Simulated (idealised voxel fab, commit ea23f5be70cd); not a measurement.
Module name: voxel spacer lines (process module)
Cross-section cut: width 275 nm, square cells of 5 nm.
This document writes a cross-section as a grid whose cells are square, and gives it as bands, listed from the top down; one or more rows of cells form a band. It is stipulated that each band's entry specify, in nanometres, the height of the top of the band and then that of its bottom, followed by the materials of the band in left-to-right sequence, each together with its width in nanometres. A single material marked by the word "full width" is understood to fill the band from edge to edge; the word "empty" is understood to denote empty space. Ref level 0: as-received wafer is one material below here. Bottom band extends down with no lower bound ("0 and below"). When a width is written as two numbers, as in "30 to 40", the first number is the width in the top row of cells of the band and the second is the width in its bottom row, and the width changes by the same amount from each row to the next. What does "nothing altered" mean for a step? It means no cell of the cross-section changed in that step. "Closed void register": empty spaces of 8 cells or more with no open way to the top, each given as width x height at distance, distance from the left edge, all in nm. Whatever follows a step's settings on its line is a remark the simulator itself makes about that step. The "overlay nm" setting may appear on a step's line; for a step that uses a mask, it gives how far to the right of its planned position the mask lay, and a negative value indicates the left.

Listed below are the process steps as planned:
1 op RECEIVE | material Si
2 op CONFORMAL_DEP | material Al2O3 | thk nm 5
3 op DIRECTIONAL_DEP | material SiN | thk nm 10
4 op DIRECTIONAL_DEP | material aC | thk nm 20
5 op PATTERN | tone cover | mask id MANDREL | material resist | width nm 15 | pitch nm 60 | thk nm 30 | overlay nm 0
6 op DIRECTIONAL_ETCH | etch materials aC | depth nm 20
7 op STRIP | etch materials resist
8 op CONFORMAL_DEP | material SiO2 | thk nm 15
9 op DIRECTIONAL_ETCH | etch materials SiO2 | depth nm 15
10 op STRIP | etch materials aC
11 op DIRECTIONAL_ETCH | etch materials SiN | depth nm 10
12 op STRIP | etch materials SiO2
13 op FILL_DEP | material lowk | thk nm 5
14 op CMP | height nm 15

As-received wafer cross-section (after step 1):
	0 and below | Si full width
	Closed void register: none

Cross-section, end of module. Start: as above. Plan: as above. Execution: one mistake:
	15 down to 10 | lowk full width
	10 down to 0 | 55 lowk  15 SiN  15 lowk  15 SiN  15 lowk  15 SiN  15 lowk  15 SiN  15 lowk  15 SiN  15 lowk  15 SiN  55 lowk
	0 and below | Si full width
	Closed void register: none
Here's what went sideways: the run left out plan step 2 entirely, so it was never executed
